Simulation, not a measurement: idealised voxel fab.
You're looking at the process module voxel wiring stack.
We display cut, a cross-section 190 nm in width whose square cells are each 5 nm.
A cross-section in this document is a grid of square cells, and it is written down as bands, the top band listed before the ones below it; a band is made up of one or more rows of cells.
Each band's line starts with the height of the band's top and of its bottom, in nm. Then come its materials from left to right, each with its width in nm. One material with "everywhere" fills the band from edge to edge. "blank" is empty space.
Heights from 0 (as-received wafer is one material below). Bottom band endless downward, as "0 and below".
Read "30->40" as a graded width: first number on top, second number at the bottom, same change between each pair of neighbouring rows.
"no modification" means the step left every cell of the cross-section as it was.
If an empty space has no open way to the top and is at least 8 cells in size, "Closed void catalog" lists it, written width x height at distance, where distance is measured from the left edge and every value is in nm.
On each step's line, the part that comes after the settings is the simulator's own comment on the step.
If you see "overlay nm" on a step's line and that step has a mask, it's telling you how far right of where it was planned the mask ended up; a negative number means it went left instead.
Guide to the pairs. Each holds a before and an after cross-section around one process step; the after cross-section is cut off at the lowest band that changed. Look under the pair for the step between them and its settings. Pairs can come from different runs of this module on the same starting wafer, so a pair follows on from the one above it only where its entry headed "Pre-process cross-section" says it does.
Pre-process cross-section
- 135 down to 130 = blank: 45  SiN: 40  blank: 15  SiN: 40  blank: 50
- 130 down to 115 = blank: 45  SiN: 5  Ru: 30  SiN: 5  blank: 15  SiN: 5  Ru: 30  SiN: 5  blank: 50
- 115 down to 110 = SiN: 50  TiN: 30  SiN: 25  TiN: 30  SiN: 55
- 110 down to 95 = lowk: 50  Ru: 15  lowk: 125
- 95 down to 90 = SiCN: 50  Ru: 15  SiCN: 125
- 90 down to 65 = lowk: 45  SiCN: 5  W: 30  SiCN: 5  lowk: 15  SiCN: 5  W: 30  SiCN: 5  lowk: 50
- 65 down to 60 = SiCN: 50  TiN: 30  SiCN: 25  TiN: 30  SiCN: 55
- 60 down to 50 = lowk: 50  Ru: 15  lowk: 40  Ru: 15  lowk: 70
- 50 down to 40 = SiCN: 50->45  Ru: 15->40  SiCN: 40->15  Ru: 15->40  SiCN: 70->50
- 40 down to 20 = SiO2: 50  TiN: 5  Cu: 20  TiN: 5  SiO2: 25  TiN: 5  Cu: 20  TiN: 5  SiO2: 55
- 20 down to 15 = SiO2: 50  TiN: 10  Cu: 10  TiN: 10  SiO2: 25  TiN: 10  Cu: 10  TiN: 10  SiO2: 55
- 15 down to 10 = SiCN: 55  TiN: 20  SiCN: 35  TiN: 20  SiCN: 60
- 10 down to 0 = SiO2 everywhere
- 0 and below = Si everywhere
- Closed void catalog: none
Resultant Cross-Section
- 145 down to 135 = SiO2 everywhere
- 135 down to 130 = SiO2: 45  SiN: 40  SiO2: 15  SiN: 40  SiO2: 50
- 130 down to 115 = SiO2: 45  SiN: 5  Ru: 30  SiN: 5  SiO2: 15  SiN: 5  Ru: 30  SiN: 5  SiO2: 50
- Everything below 115 is unchanged.
- Closed void catalog: none
The process step separating the two cross-sections depicted above is as follows: FILL_DEP [material SiO2] [thk nm 10]
Pre-process cross-section: the state before this step is the cross-section shown after the step in the pair just above.
Resultant Cross-Section
- 130 down to 115 = SiO2: 45  SiN: 5  Ru: 30  SiN: 5  SiO2: 15  SiN: 5  Ru: 30  SiN: 5  SiO2: 50
- Everything below 115 is unchanged.
- Closed void catalog: none
The process step separating the two cross-sections depicted above is as follows: CMP [height nm 130]
Pre-process cross-section: the state before this step is the cross-section shown after the step in the pair just above.
Resultant Cross-Section
- 135 down to 130 = SiN everywhere
- Everything below 130 is unchanged.
- Closed void catalog: none
The process step separating the two cross-sections depicted above is as follows: CONFORMAL_DEP [material SiN] [thk nm 5]
Pre-process cross-section
- 60 down to 50 = lowk: 50  blank: 15  lowk: 40  blank: 15  lowk: 70
- 50 down to 45 = SiCN everywhere
- 45 down to 40 = SiCN: 45  Ru: 40  SiCN: 15  Ru: 40  SiCN: 50
- 40 down to 15 = SiO2: 50  TiN: 5  Cu: 20  TiN: 5  SiO2: 25  TiN: 5  Cu: 20  TiN: 5  SiO2: 55
- 15 down to 10 = SiCN: 50  TiN: 30  SiCN: 25  TiN: 30  SiCN: 55
- 10 down to 0 = SiO2 everywhere
- 0 and below = Si everywhere
- Closed void catalog: none
Resultant Cross-Section
- 60 down to 50 = lowk: 50  blank: 15  lowk: 40  blank: 15  lowk: 70
- 50 down to 45 = SiCN: 50  blank: 10  SiCN: 45  blank: 10  SiCN: 75
- Everything below 45 is unchanged.
- Closed void catalog: none
The process step separating the two cross-sections depicted above is as follows: MASKED_ETCH [tone open] [mask id PLUG_1] [width nm 15] [pitch nm 55] [etch materials SiCN] [depth nm 5] [overlay nm -5]
Pre-process cross-section: the state before this step is the cross-section shown after the step in the pair just above.
Resultant Cross-Section
- 60 down to 55 = lowk: 50  blank: 15  lowk: 40  blank: 15  lowk: 70
- 55 down to 50 = lowk: 50  Ru: 15  lowk: 40  Ru: 15  lowk: 70
- 50 down to 40 = SiCN: 50->45  Ru: 10->40  SiCN: 45->15  Ru: 10->40  SiCN: 75->50
- Everything below 40 is unchanged.
- Closed void catalog: none
The process step separating the two cross-sections depicted above is as follows: EPI [material Ru] [thk nm 10]
Pre-process cross-section: the state before this step is the cross-section shown after the step in the pair just above.
Resultant Cross-Section
- 60 down to 50 = lowk: 50  Ru: 15  lowk: 40  Ru: 15  lowk: 70
- Everything below 50 is unchanged.
- Closed void catalog: none
The process step separating the two cross-sections depicted above is as follows: EPI [material Ru] [thk nm 5]
Pre-process cross-section: the state before this step is the cross-section shown after the step in the pair just above.
Resultant Cross-Section
- 65 down to 60 = TiN everywhere
- Everything below 60 is unchanged.
- Closed void catalog: none
The process step separating the two cross-sections depicted above is as follows: DIRECTIONAL_DEP [material TiN] [thk nm 5]
Pre-process cross-section: the state before this step is the cross-section shown after the step in the pair just above.
Resultant Cross-Section
- 90 down to 65 = W everywhere
- Everything below 65 is unchanged.
- Closed void catalog: none
The process step separating the two cross-sections depicted above is as follows: DIRECTIONAL_DEP [material W] [thk nm 25]
Pre-process cross-section: the state before this step is the cross-section shown after the step in the pair just above.
Resultant Cross-Section
- 110 down to 90 = blank: 50  resist: 30  blank: 25  resist: 30  blank: 55
- Everything below 90 is unchanged.
- Closed void catalog: none
The process step separating the two cross-sections depicted above is as follows: PATTERN [tone cover] [mask id METAL_2] [material resist] [width nm 30] [pitch nm 55] [thk nm 20] [overlay nm 0]
Pre-process cross-section: the state before this step is the cross-section shown after the step in the pair just above.
Resultant Cross-Section
- 110 down to 90 = blank: 50  resist: 30  blank: 25  resist: 30  blank: 55
- 90 down to 65 = blank: 50  W: 30  blank: 25  W: 30  blank: 55
- Everything below 65 is unchanged.
- Closed void catalog: none
The process step separating the two cross-sections depicted above is as follows: DIRECTIONAL_ETCH [etch materials W] [depth nm 25]
Pre-process cross-section: the state before this step is the cross-section shown after the step in the pair just above.
Resultant Cross-Section
- 110 down to 90 = blank: 50  resist: 30  blank: 25  resist: 30  blank: 55
- 90 down to 65 = blank: 50  W: 30  blank: 25  W: 30  blank: 55
- 65 down to 60 = blank: 50  TiN: 30  blank: 25  TiN: 30  blank: 55
- Everything below 60 is unchanged.
- Closed void catalog: none
The process step separating the two cross-sections depicted above is as follows: DIRECTIONAL_ETCH [etch materials TiN] [depth nm 5]
Pre-process cross-section: the state before this step is the cross-section shown after the step in the pair just above.
Resultant Cross-Section
- 90 down to 65 = blank: 50  W: 30  blank: 25  W: 30  blank: 55
- Everything below 65 is unchanged.
- Closed void catalog: none
The process step separating the two cross-sections depicted above is as follows: STRIP [etch materials resist]
Pre-process cross-section: the state before this step is the cross-section shown after the step in the pair just above.
Resultant Cross-Section
- 95 down to 90 = blank: 45  SiCN: 40  blank: 15  SiCN: 40  blank: 50
- 90 down to 65 = blank: 45  SiCN: 5  W: 30  SiCN: 5  blank: 15  SiCN: 5  W: 30  SiCN: 5  blank: 50
- 65 down to 60 = SiCN: 50  TiN: 30  SiCN: 25  TiN: 30  SiCN: 55
- Everything below 60 is unchanged.
- Closed void catalog: none
The process step separating the two cross-sections depicted above is as follows: CONFORMAL_DEP [material SiCN] [thk nm 5]
Pre-process cross-section: the state before this step is the cross-section shown after the step in the pair just above.
Resultant Cross-Section
- 100 down to 95 = lowk everywhere
- 95 down to 90 = lowk: 45  SiCN: 40  lowk: 15  SiCN: 40  lowk: 50
- 90 down to 65 = lowk: 45  SiCN: 5  W: 30  SiCN: 5  lowk: 15  SiCN: 5  W: 30  SiCN: 5  lowk: 50
- Everything below 65 is unchanged.
- Closed void catalog: none
The process step separating the two cross-sections depicted above is as follows: FILL_DEP [material lowk] [thk nm 5]
Pre-process cross-section: the state before this step is the cross-section shown after the step in the pair just above.
Resultant Cross-Section
- 90 down to 65 = lowk: 45  SiCN: 5  W: 30  SiCN: 5  lowk: 15  SiCN: 5  W: 30  SiCN: 5  lowk: 50
- Everything below 65 is unchanged.
- Closed void catalog: none
The process step separating the two cross-sections depicted above is as follows: CMP [height nm 90]
Pre-process cross-section: the state before this step is the cross-section shown after the step in the pair just above.
Resultant Cross-Section
- 95 down to 90 = SiCN everywhere
- Everything below 90 is unchanged.
- Closed void catalog: none
The process step separating the two cross-sections depicted above is as follows: CONFORMAL_DEP [material SiCN] [thk nm 5]
Pre-process cross-section: the state before this step is the cross-section shown after the step in the pair just above.
Resultant Cross-Section
- 110 down to 95 = lowk everywhere
- Everything below 95 is unchanged.
- Closed void catalog: none
The process step separating the two cross-sections depicted above is as follows: DIRECTIONAL_DEP [material lowk] [thk nm 15]
Pre-process cross-section: the state before this step is the cross-section shown after the step in the pair just above.
Resultant Cross-Section
- 125 down to 110 = aC everywhere
- Everything below 110 is unchanged.
- Closed void catalog: none
The process step separating the two cross-sections depicted above is as follows: DIRECTIONAL_DEP [material aC] [thk nm 15]
Pre-process cross-section: the state before this step is the cross-section shown after the step in the pair just above.
Resultant Cross-Section
- 155 down to 125 = resist: 50  blank: 15  resist: 125
- Everything below 125 is unchanged.
- Closed void catalog: none
The process step separating the two cross-sections depicted above is as follows: PATTERN [tone open] [mask id PLUG_2] [material resist] [width nm 15] [thk nm 30] [overlay nm 0]
Pre-process cross-section: the state before this step is the cross-section shown after the step in the pair just above.
Resultant Cross-Section
- 140 down to 125 = resist: 50  blank: 15  resist: 125
- 125 down to 110 = aC: 50  blank: 15  aC: 125
- Everything below 110 is unchanged.
- Closed void catalog: none
The process step separating the two cross-sections depicted above is as follows: DIRECTIONAL_ETCH [etch materials aC] [depth nm 15]
Pre-process cross-section: the state before this step is the cross-section shown after the step in the pair just above.
Resultant Cross-Section
- 125 down to 110 = aC: 50  blank: 15  aC: 125
- Everything below 110 is unchanged.
- Closed void catalog: none
The process step separating the two cross-sections depicted above is as follows: STRIP [etch materials resist]
Pre-process cross-section: the state before this step is the cross-section shown after the step in the pair just above.
Resultant Cross-Section
- 125 down to 110 = aC: 50  blank: 15  aC: 125
- 110 down to 95 = lowk: 50  blank: 15  lowk: 125
- Everything below 95 is unchanged.
- Closed void catalog: none
The process step separating the two cross-sections depicted above is as follows: DIRECTIONAL_ETCH [etch materials lowk] [depth nm 15]
Pre-process cross-section: the state before this step is the cross-section shown after the step in the pair just above.
Resultant Cross-Section
- 125 down to 110 = aC: 50  blank: 15  aC: 125
- 110 down to 95 = lowk: 50  blank: 15  lowk: 125
- 95 down to 90 = SiCN: 50  blank: 15  SiCN: 125
- Everything below 90 is unchanged.
- Closed void catalog: none
The process step separating the two cross-sections depicted above is as follows: DIRECTIONAL_ETCH [etch materials SiCN] [depth nm 5]
Pre-process cross-section: the state before this step is the cross-section shown after the step in the pair just above.
Resultant Cross-Section
- 110 down to 95 = lowk: 50  blank: 15  lowk: 125
- Everything below 95 is unchanged.
- Closed void catalog: none
The process step separating the two cross-sections depicted above is as follows: STRIP [etch materials aC]
Pre-process cross-section: the state before this step is the cross-section shown after the step in the pair just above.
Resultant Cross-Section
- 110 down to 100 = lowk: 50  blank: 15  lowk: 125
- 100 down to 95 = lowk: 50  Ru: 15  lowk: 125
- 95 down to 90 = SiCN: 50  Ru: 15  SiCN: 125
- Everything below 90 is unchanged.
- Closed void catalog: none
The process step separating the two cross-sections depicted above is as follows: EPI [material Ru] [thk nm 10]
Pre-process cross-section: the state before this step is the cross-section shown after the step in the pair just above.
Resultant Cross-Section
- 110 down to 95 = lowk: 50  Ru: 15  lowk: 125
- Everything below 95 is unchanged.
- Closed void catalog: none
The process step separating the two cross-sections depicted above is as follows: EPI [material Ru] [thk nm 10]
Pre-process cross-section: the state before this step is the cross-section shown after the step in the pair just above.
Resultant Cross-Section
- 115 down to 110 = TiN everywhere
- Everything below 110 is unchanged.
- Closed void catalog: none
The process step separating the two cross-sections depicted above is as follows: DIRECTIONAL_DEP [material TiN] [thk nm 5]
Pre-process cross-section: the state before this step is the cross-section shown after the step in the pair just above.
Resultant Cross-Section
- 130 down to 115 = Ru everywhere
- Everything below 115 is unchanged.
- Closed void catalog: none
The process step separating the two cross-sections depicted above is as follows: DIRECTIONAL_DEP [material Ru] [thk nm 15]
Pre-process cross-section: the state before this step is the cross-section shown after the step in the pair just above.
Resultant Cross-Section
- 145 down to 130 = aC everywhere
- Everything below 130 is unchanged.
- Closed void catalog: none
The process step separating the two cross-sections depicted above is as follows: DIRECTIONAL_DEP [material aC] [thk nm 15]
Pre-process cross-section: the state before this step is the cross-section shown after the step in the pair just above.
Resultant Cross-Section
- 175 down to 145 = blank: 50  resist: 30  blank: 25  resist: 30  blank: 55
- Everything below 145 is unchanged.
- Closed void catalog: none
The process step separating the two cross-sections depicted above is as follows: PATTERN [tone cover] [mask id METAL_3] [material resist] [width nm 30] [pitch nm 55] [thk nm 30] [overlay nm 0]
Pre-process cross-section: the state before this step is the cross-section shown after the step in the pair just above.
Resultant Cross-Section
- 160 down to 145 = blank: 50  resist: 30  blank: 25  resist: 30  blank: 55
- 145 down to 130 = blank: 50  aC: 30  blank: 25  aC: 30  blank: 55
- Everything below 130 is unchanged.
- Closed void catalog: none
The process step separating the two cross-sections depicted above is as follows: DIRECTIONAL_ETCH [etch materials aC] [depth nm 15]
Pre-process cross-section: the state before this step is the cross-section shown after the step in the pair just above.
Resultant Cross-Section
- 145 down to 130 = blank: 50  aC: 30  blank: 25  aC: 30  blank: 55
- Everything below 130 is unchanged.
- Closed void catalog: none
The process step separating the two cross-sections depicted above is as follows: STRIP [etch materials resist]
Pre-process cross-section: the state before this step is the cross-section shown after the step in the pair just above.
Resultant Cross-Section
- 145 down to 130 = blank: 50  aC: 30  blank: 25  aC: 30  blank: 55
- 130 down to 115 = blank: 50  Ru: 30  blank: 25  Ru: 30  blank: 55
- Everything below 115 is unchanged.
- Closed void catalog: none
The process step separating the two cross-sections depicted above is as follows: DIRECTIONAL_ETCH [etch materials Ru] [depth nm 15]
Pre-process cross-section: the state before this step is the cross-section shown after the step in the pair just above.
Resultant Cross-Section
- 145 down to 130 = blank: 50  aC: 30  blank: 25  aC: 30  blank: 55
- 130 down to 115 = blank: 50  Ru: 30  blank: 25  Ru: 30  blank: 55
- 115 down to 110 = blank: 50  TiN: 30  blank: 25  TiN: 30  blank: 55
- Everything below 110 is unchanged.
- Closed void catalog: none
The process step separating the two cross-sections depicted above is as follows: DIRECTIONAL_ETCH [etch materials TiN] [depth nm 5]
Pre-process cross-section: the state before this step is the cross-section shown after the step in the pair just above.
Resultant Cross-Section
- 130 down to 115 = blank: 50  Ru: 30  blank: 25  Ru: 30  blank: 55
- Everything below 115 is unchanged.
- Closed void catalog: none
The process step separating the two cross-sections depicted above is as follows: STRIP [etch materials aC]
Pre-process cross-section: the state before this step is the cross-section shown after the step in the pair just above.
Resultant Cross-Section
- 135 down to 130 = blank: 45  SiN: 40  blank: 15  SiN: 40  blank: 50
- 130 down to 115 = blank: 45  SiN: 5  Ru: 30  SiN: 5  blank: 15  SiN: 5  Ru: 30  SiN: 5  blank: 50
- 115 down to 110 = SiN: 50  TiN: 30  SiN: 25  TiN: 30  SiN: 55
- Everything below 110 is unchanged.
- Closed void catalog: none
The process step separating the two cross-sections depicted above is as follows: CONFORMAL_DEP [material SiN] [thk nm 5]
Pre-process cross-section: the state before this step is the cross-section shown after the step in the pair just above.
Resultant Cross-Section
- 145 down to 135 = SiO2 everywhere
- 135 down to 130 = SiO2: 45  SiN: 40  SiO2: 15  SiN: 40  SiO2: 50
- 130 down to 115 = SiO2: 45  SiN: 5  Ru: 30  SiN: 5  SiO2: 15  SiN: 5  Ru: 30  SiN: 5  SiO2: 50
- Everything below 115 is unchanged.
- Closed void catalog: none
The process step separating the two cross-sections depicted above is as follows: FILL_DEP [material SiO2] [thk nm 10]
Pre-process cross-section: the state before this step is the cross-section shown after the step in the pair just above.
Resultant Cross-Section
- 130 down to 115 = SiO2: 45  SiN: 5  Ru: 30  SiN: 5  SiO2: 15  SiN: 5  Ru: 30  SiN: 5  SiO2: 50
- Everything below 115 is unchanged.
- Closed void catalog: none
The process step separating the two cross-sections depicted above is as follows: CMP [height nm 130]
Pre-process cross-section: the state before this step is the cross-section shown after the step in the pair just above.
Resultant Cross-Section
- 135 down to 130 = SiN everywhere
- Everything below 130 is unchanged.
- Closed void catalog: none
The process step separating the two cross-sections depicted above is as follows: CONFORMAL_DEP [material SiN] [thk nm 5]
Pre-process cross-section
- 65 down to 60 = TiN everywhere
- 60 down to 50 = lowk: 50  Ru: 15  lowk: 40  Ru: 15  lowk: 70
- 50 down to 40 = SiCN: 50->45  Ru: 15->40  SiCN: 40->15  Ru: 15->40  SiCN: 70->50
- 40 down to 15 = SiO2: 50  TiN: 5  Cu: 20  TiN: 5  SiO2: 25  TiN: 5  Cu: 20  TiN: 5  SiO2: 55
- 15 down to 10 = SiCN: 50  TiN: 30  SiCN: 25  TiN: 30  SiCN: 55
- 10 down to 0 = SiO2 everywhere
- 0 and below = Si everywhere
- Closed void catalog: none
Resultant Cross-Section
- 90 down to 65 = SiN everywhere
- Everything below 65 is unchanged.
- Closed void catalog: none
The process step separating the two cross-sections depicted above is as follows: DIRECTIONAL_DEP [material SiN] [thk nm 25]
Pre-process cross-section: the state before this step is the cross-section shown after the step in the pair just above.
Resultant Cross-Section
- 110 down to 90 = blank: 50  resist: 30  blank: 25  resist: 30  blank: 55
- Everything below 90 is unchanged.
- Closed void catalog: none
The process step separating the two cross-sections depicted above is as follows: PATTERN [tone cover] [mask id METAL_2] [material resist] [width nm 30] [pitch nm 55] [thk nm 20] [overlay nm 0]
Pre-process cross-section: the state before this step is the cross-section shown after the step in the pair just above.
Resultant Cross-Section
- 90 down to 65 = SiN everywhere
- Everything below 65 is unchanged.
- Closed void catalog: none
The process step separating the two cross-sections depicted above is as follows: STRIP [etch materials resist]
Pre-process cross-section: the state before this step is the cross-section shown after the step in the pair just above.
Resultant Cross-Section
- 95 down to 90 = SiCN everywhere
- Everything below 90 is unchanged.
- Closed void catalog: none
The process step separating the two cross-sections depicted above is as follows: CONFORMAL_DEP [material SiCN] [thk nm 5]
Pre-process cross-section: the state before this step is the cross-section shown after the step in the pair just above.
Resultant Cross-Section
- 100 down to 95 = lowk everywhere
- Everything below 95 is unchanged.
- Closed void catalog: none
The process step separating the two cross-sections depicted above is as follows: FILL_DEP [material lowk] [thk nm 5]
Pre-process cross-section: the state before this step is the cross-section shown after the step in the pair just above.
Resultant Cross-Section
- 90 down to 65 = SiN everywhere
- Everything below 65 is unchanged.
- Closed void catalog: none
The process step separating the two cross-sections depicted above is as follows: CMP [height nm 90]
Pre-process cross-section
- 95 down to 90 = SiCN everywhere
- 90 down to 65 = SiN everywhere
- 65 down to 60 = TiN everywhere
- 60 down to 50 = lowk: 50  Ru: 15  lowk: 40  Ru: 15  lowk: 70
- 50 down to 40 = SiCN: 50->45  Ru: 15->40  SiCN: 40->15  Ru: 15->40  SiCN: 70->50
- 40 down to 15 = SiO2: 50  TiN: 5  Cu: 20  TiN: 5  SiO2: 25  TiN: 5  Cu: 20  TiN: 5  SiO2: 55
- 15 down to 10 = SiCN: 50  TiN: 30  SiCN: 25  TiN: 30  SiCN: 55
- 10 down to 0 = SiO2 everywhere
- 0 and below = Si everywhere
- Closed void catalog: none
Resultant Cross-Section
- 110 down to 95 = lowk everywhere
- Everything below 95 is unchanged.
- Closed void catalog: none
The process step separating the two cross-sections depicted above is as follows: DIRECTIONAL_DEP [material lowk] [thk nm 15]
Pre-process cross-section: the state before this step is the cross-section shown after the step in the pair just above.
Resultant Cross-Section
- 125 down to 110 = aC everywhere
- Everything below 110 is unchanged.
- Closed void catalog: none
The process step separating the two cross-sections depicted above is as follows: DIRECTIONAL_DEP [material aC] [thk nm 15]
Pre-process cross-section: the state before this step is the cross-section shown after the step in the pair just above.
Resultant Cross-Section
- 155 down to 125 = resist: 50  blank: 15  resist: 125
- Everything below 125 is unchanged.
- Closed void catalog: none
The process step separating the two cross-sections depicted above is as follows: PATTERN [tone open] [mask id PLUG_2] [material resist] [width nm 15] [thk nm 30] [overlay nm 0]
Pre-process cross-section: the state before this step is the cross-section shown after the step in the pair just above.
Resultant Cross-Section
- 140 down to 125 = resist: 50  blank: 15  resist: 125
- 125 down to 110 = aC: 50  blank: 15  aC: 125
- Everything below 110 is unchanged.
- Closed void catalog: none
The process step separating the two cross-sections depicted above is as follows: DIRECTIONAL_ETCH [etch materials aC] [depth nm 15]
Pre-process cross-section: the state before this step is the cross-section shown after the step in the pair just above.
Resultant Cross-Section
- 125 down to 110 = aC: 50  blank: 15  aC: 125
- Everything below 110 is unchanged.
- Closed void catalog: none
The process step separating the two cross-sections depicted above is as follows: STRIP [etch materials resist]
Pre-process cross-section: the state before this step is the cross-section shown after the step in the pair just above.
Resultant Cross-Section
- 125 down to 110 = aC: 50  blank: 15  aC: 125
- 110 down to 95 = lowk: 50  blank: 15  lowk: 125
- Everything below 95 is unchanged.
- Closed void catalog: none
The process step separating the two cross-sections depicted above is as follows: DIRECTIONAL_ETCH [etch materials lowk] [depth nm 15]
Pre-process cross-section: the state before this step is the cross-section shown after the step in the pair just above.
Resultant Cross-Section
- 125 down to 110 = aC: 50  blank: 15  aC: 125
- 110 down to 95 = lowk: 50  blank: 15  lowk: 125
- 95 down to 90 = SiCN: 50  blank: 15  SiCN: 125
- Everything below 90 is unchanged.
- Closed void catalog: none
The process step separating the two cross-sections depicted above is as follows: DIRECTIONAL_ETCH [etch materials SiCN] [depth nm 5]
Pre-process cross-section: the state before this step is the cross-section shown after the step in the pair just above.
Resultant Cross-Section
- 110 down to 95 = lowk: 50  blank: 15  lowk: 125
- Everything below 95 is unchanged.
- Closed void catalog: none
The process step separating the two cross-sections depicted above is as follows: STRIP [etch materials aC]
Pre-process cross-section: the state before this step is the cross-section shown after the step in the pair just above.
Resultant Cross-Section
- 115 down to 110 = TiN: 50  blank: 15  TiN: 125
- 110 down to 95 = lowk: 50  blank: 15  lowk: 125
- 95 down to 90 = SiCN: 50  TiN: 15  SiCN: 125
- Everything below 90 is unchanged.
- Closed void catalog: none
The process step separating the two cross-sections depicted above is as follows: DIRECTIONAL_DEP [material TiN] [thk nm 5]
Pre-process cross-section: the state before this step is the cross-section shown after the step in the pair just above.
Resultant Cross-Section
- 130 down to 115 = Ru: 50  blank: 15  Ru: 125
- 115 down to 110 = TiN: 50  blank: 15  TiN: 125
- 110 down to 95 = lowk: 50  Ru: 15  lowk: 125
- Everything below 95 is unchanged.
- Closed void catalog: none
The process step separating the two cross-sections depicted above is as follows: DIRECTIONAL_DEP [material Ru] [thk nm 15]
Pre-process cross-section: the state before this step is the cross-section shown after the step in the pair just above.
Resultant Cross-Section
- 145 down to 130 = aC: 50  blank: 15  aC: 125
- 130 down to 125 = Ru: 50  blank: 15  Ru: 125
- 125 down to 115 = Ru: 50  aC: 15  Ru: 125
- 115 down to 110 = TiN: 50  aC: 15  TiN: 125
- Everything below 110 is unchanged.
- Closed void catalog: none
The process step separating the two cross-sections depicted above is as follows: DIRECTIONAL_DEP [material aC] [thk nm 15]
Pre-process cross-section: the state before this step is the cross-section shown after the step in the pair just above.
Resultant Cross-Section
- 175 down to 145 = blank: 50  resist: 30  blank: 25  resist: 30  blank: 55
- 145 down to 130 = aC: 50  resist: 15  aC: 125
- 130 down to 125 = Ru: 50  resist: 15  Ru: 125
- Everything below 125 is unchanged.
- Closed void catalog: none
The process step separating the two cross-sections depicted above is as follows: PATTERN [tone cover] [mask id METAL_3] [material resist] [width nm 30] [pitch nm 55] [thk nm 30] [overlay nm 0]
Pre-process cross-section: the state before this step is the cross-section shown after the step in the pair just above.
Resultant Cross-Section
- 160 down to 145 = blank: 50  resist: 30  blank: 25  resist: 30  blank: 55
- 145 down to 130 = blank: 50  resist: 15  aC: 15  blank: 25  aC: 30  blank: 55
- Everything below 130 is unchanged.
- Closed void catalog: none
The process step separating the two cross-sections depicted above is as follows: DIRECTIONAL_ETCH [etch materials aC] [depth nm 15]
Pre-process cross-section: the state before this step is the cross-section shown after the step in the pair just above.
Resultant Cross-Section
- 145 down to 130 = blank: 65  aC: 15  blank: 25  aC: 30  blank: 55
- 130 down to 125 = Ru: 50  blank: 15  Ru: 125
- Everything below 125 is unchanged.
- Closed void catalog: none
The process step separating the two cross-sections depicted above is as follows: STRIP [etch materials resist]
Pre-process cross-section: the state before this step is the cross-section shown after the step in the pair just above.
Resultant Cross-Section
- 145 down to 130 = blank: 65  aC: 15  blank: 25  aC: 30  blank: 55
- 130 down to 125 = blank: 65  Ru: 15  blank: 25  Ru: 30  blank: 55
- 125 down to 115 = blank: 50  aC: 15  Ru: 15  blank: 25  Ru: 30  blank: 55
- Everything below 115 is unchanged.
- Closed void catalog: none
The process step separating the two cross-sections depicted above is as follows: DIRECTIONAL_ETCH [etch materials Ru] [depth nm 15]
Pre-process cross-section: the state before this step is the cross-section shown after the step in the pair just above.
Resultant Cross-Section
- 145 down to 130 = blank: 65  aC: 15  blank: 25  aC: 30  blank: 55
- 130 down to 125 = blank: 65  Ru: 15  blank: 25  Ru: 30  blank: 55
- 125 down to 115 = blank: 50  aC: 15  Ru: 15  blank: 25  Ru: 30  blank: 55
- 115 down to 110 = blank: 50  aC: 15  TiN: 15  blank: 25  TiN: 30  blank: 55
- Everything below 110 is unchanged.
- Closed void catalog: none
The process step separating the two cross-sections depicted above is as follows: DIRECTIONAL_ETCH [etch materials TiN] [depth nm 5]
Pre-process cross-section: the state before this step is the cross-section shown after the step in the pair just above.
Resultant Cross-Section
- 130 down to 115 = blank: 65  Ru: 15  blank: 25  Ru: 30  blank: 55
- 115 down to 110 = blank: 65  TiN: 15  blank: 25  TiN: 30  blank: 55
- Everything below 110 is unchanged.
- Closed void catalog: none
The process step separating the two cross-sections depicted above is as follows: STRIP [etch materials aC]
Pre-process cross-section: the state before this step is the cross-section shown after the step in the pair just above.
Resultant Cross-Section
- 135 down to 130 = blank: 60  SiN: 25  blank: 15  SiN: 40  blank: 50
- 130 down to 115 = blank: 60  SiN: 5  Ru: 15  SiN: 5  blank: 15  SiN: 5  Ru: 30  SiN: 5  blank: 50
- 115 down to 110 = SiN: 65  TiN: 15  SiN: 25  TiN: 30  SiN: 55
- Everything below 110 is unchanged.
- Closed void catalog: none
The process step separating the two cross-sections depicted above is as follows: CONFORMAL_DEP [material SiN] [thk nm 5]
Pre-process cross-section: the state before this step is the cross-section shown after the step in the pair just above.
Resultant Cross-Section
- 145 down to 135 = SiO2 everywhere
- 135 down to 130 = SiO2: 60  SiN: 25  SiO2: 15  SiN: 40  SiO2: 50
- 130 down to 115 = SiO2: 60  SiN: 5  Ru: 15  SiN: 5  SiO2: 15  SiN: 5  Ru: 30  SiN: 5  SiO2: 50
- Everything below 115 is unchanged.
- Closed void catalog: none
The process step separating the two cross-sections depicted above is as follows: FILL_DEP [material SiO2] [thk nm 10]
Pre-process cross-section: the state before this step is the cross-section shown after the step in the pair just above.
Resultant Cross-Section
- 130 down to 115 = SiO2: 60  SiN: 5  Ru: 15  SiN: 5  SiO2: 15  SiN: 5  Ru: 30  SiN: 5  SiO2: 50
- Everything below 115 is unchanged.
- Closed void catalog: none
The process step separating the two cross-sections depicted above is as follows: CMP [height nm 130]
Pre-process cross-section: the state before this step is the cross-section shown after the step in the pair just above.
Resultant Cross-Section
- 135 down to 130 = SiN everywhere
- Everything below 130 is unchanged.
- Closed void catalog: none
The process step separating the two cross-sections depicted above is as follows: CONFORMAL_DEP [material SiN] [thk nm 5]
Pre-process cross-section
- 90 down to 65 = W everywhere
- 65 down to 60 = TiN everywhere
- 60 down to 50 = lowk: 50  Ru: 15  lowk: 40  Ru: 15  lowk: 70
- 50 down to 40 = SiCN: 50->45  Ru: 15->40  SiCN: 40->15  Ru: 15->40  SiCN: 70->50
- 40 down to 15 = SiO2: 50  TiN: 5  Cu: 20  TiN: 5  SiO2: 25  TiN: 5  Cu: 20  TiN: 5  SiO2: 55
- 15 down to 10 = SiCN: 50  TiN: 30  SiCN: 25  TiN: 30  SiCN: 55
- 10 down to 0 = SiO2 everywhere
- 0 and below = Si everywhere
- Closed void catalog: none
Resultant Cross-Section
- 110 down to 90 = resist: 50  blank: 30  resist: 25  blank: 30  resist: 55
- Everything below 90 is unchanged.
- Closed void catalog: none
The process step separating the two cross-sections depicted above is as follows: PATTERN [tone open] [mask id METAL_2] [material resist] [width nm 30] [pitch nm 55] [thk nm 20] [overlay nm 0]
Pre-process cross-section: the state before this step is the cross-section shown after the step in the pair just above.
Resultant Cross-Section
- 110 down to 90 = resist: 50  blank: 30  resist: 25  blank: 30  resist: 55
- 90 down to 65 = W: 50  blank: 30  W: 25  blank: 30  W: 55
- Everything below 65 is unchanged.
- Closed void catalog: none
The process step separating the two cross-sections depicted above is as follows: DIRECTIONAL_ETCH [etch materials W] [depth nm 25]
Pre-process cross-section: the state before this step is the cross-section shown after the step in the pair just above.
Resultant Cross-Section
- 110 down to 90 = resist: 50  blank: 30  resist: 25  blank: 30  resist: 55
- 90 down to 65 = W: 50  blank: 30  W: 25  blank: 30  W: 55
- 65 down to 60 = TiN: 50  blank: 30  TiN: 25  blank: 30  TiN: 55
- Everything below 60 is unchanged.
- Closed void catalog: none
The process step separating the two cross-sections depicted above is as follows: DIRECTIONAL_ETCH [etch materials TiN] [depth nm 5]
Pre-process cross-section: the state before this step is the cross-section shown after the step in the pair just above.
Resultant Cross-Section
- 90 down to 65 = W: 50  blank: 30  W: 25  blank: 30  W: 55
- Everything below 65 is unchanged.
- Closed void catalog: none
The process step separating the two cross-sections depicted above is as follows: STRIP [etch materials resist]
